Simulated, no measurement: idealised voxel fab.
process module | voxel self aligned contacts
cross-section cut | 250 nm wide | cells 5 nm
A cross-section is a grid of square cells, given in bands from the top down. A band is one or more rows of cells.
Each band's line starts with the height of the band's top and of its bottom, in nm. Then come its materials from left to right, each with its width in nm. One material with "throughout" fills the band from edge to edge. "air" is empty space.
Height 0 is the level under which the wafer as received is all one material. The lowest band goes on downwards, as in "0 down".
A width such as "30 to 40" changes by the same amount from each row of cells to the next, from the band's top row to its bottom row.
"no change" after a step means that no cell of the cross-section changed.
closed voids: empty space of 8 cells or more with no open way to the top, each as width x height at its distance from the left edge, in nm
after a step's settings: what the simulator itself notes on the step
overlay nm, on a step with a mask: how far to the right of its planned place the mask lay; to the left if negative
plan
1 op RECEIVE | material Si
2 op OXIDIZE | depth nm 5
3 op DIRECTIONAL_DEP | material polySi | thk nm 25
4 op DIRECTIONAL_DEP | material SiN | thk nm 15
5 op PATTERN | tone cover | mask id GATE | material resist | width nm 35 | pitch nm 60 | thk nm 20 | overlay nm 0
6 op DIRECTIONAL_ETCH | etch materials SiN | depth nm 15
7 op DIRECTIONAL_ETCH | etch materials polySi | depth nm 25
8 op STRIP | etch materials resist
9 op CONFORMAL_DEP | material SiN | thk nm 5
10 op DIRECTIONAL_ETCH | etch materials SiN | depth nm 5
11 op FILL_DEP | material SiO2 | thk nm 20
12 op CMP | height nm 50
13 op DIRECTIONAL_DEP | material aC | thk nm 10
14 op PATTERN | tone open | mask id CONTACT | material resist | width nm 45 | thk nm 30 | overlay nm 0
15 op DIRECTIONAL_ETCH | etch materials aC | depth nm 10
16 op STRIP | etch materials resist
17 op DIRECTIONAL_ETCH | etch materials SiO2 | depth nm 55
18 op STRIP | etch materials aC
19 op CONFORMAL_DEP | material TiN | thk nm 5
20 op FILL_DEP | material W | thk nm 5
21 op CMP | height nm 50
22 op CONFORMAL_DEP | material SiN | thk nm 5
as received, after step 1
  0 down: Si throughout
  closed voids: none
first wafer at the end, as planned
  55 to 50: SiN throughout
  50 to 40: SiO2 100 | TiN 5 to 20 | W 35 to 5 | TiN 5 to 20 | SiO2 105
  40 to 25: SiO2 70 | SiN 45 | TiN 5 | W 5 | TiN 5 | SiN 45 | SiO2 75
  25 to 0: SiO2 70 | SiN 5 | polySi 35 | SiN 5 | TiN 5 | W 5 | TiN 5 | SiN 5 | polySi 35 | SiN 5 | SiO2 75
  0 to -5: SiO2 115 | TiN 15 | SiO2 120
  -5 down: Si throughout
  closed voids: none
second wafer at the end: like start, like plan, one mistake
  55 to 50: SiN throughout
  50 to 40: SiO2 100 | TiN 5 to 20 | W 35 to 5 | TiN 5 to 20 | SiO2 105
  40 to 25: SiO2 70 | SiN 45 | TiN 5 | W 5 | TiN 5 | SiN 45 | SiO2 75
  25 to 10: SiO2 70 | SiN 5 | polySi 35 | SiN 5 | TiN 5 | W 5 | TiN 5 | SiN 5 | polySi 35 | SiN 5 | SiO2 75
  10 to 5: SiO2 70 | SiN 5 | polySi 35 | SiN 5 | TiN 15 | SiN 5 | polySi 35 | SiN 5 | SiO2 75
  5 to 0: polySi throughout
  0 to -5: SiO2 throughout
  -5 down: Si throughout
  closed voids: none
what went wrong: step 7 ran as: op DIRECTIONAL_ETCH | etch materials polySi | depth nm 20
at the end the second wafer has, in cells: 4 fewer of SiN | 26 fewer of SiO2 | 4 fewer of TiN | 2 fewer of W | 36 more of polySi
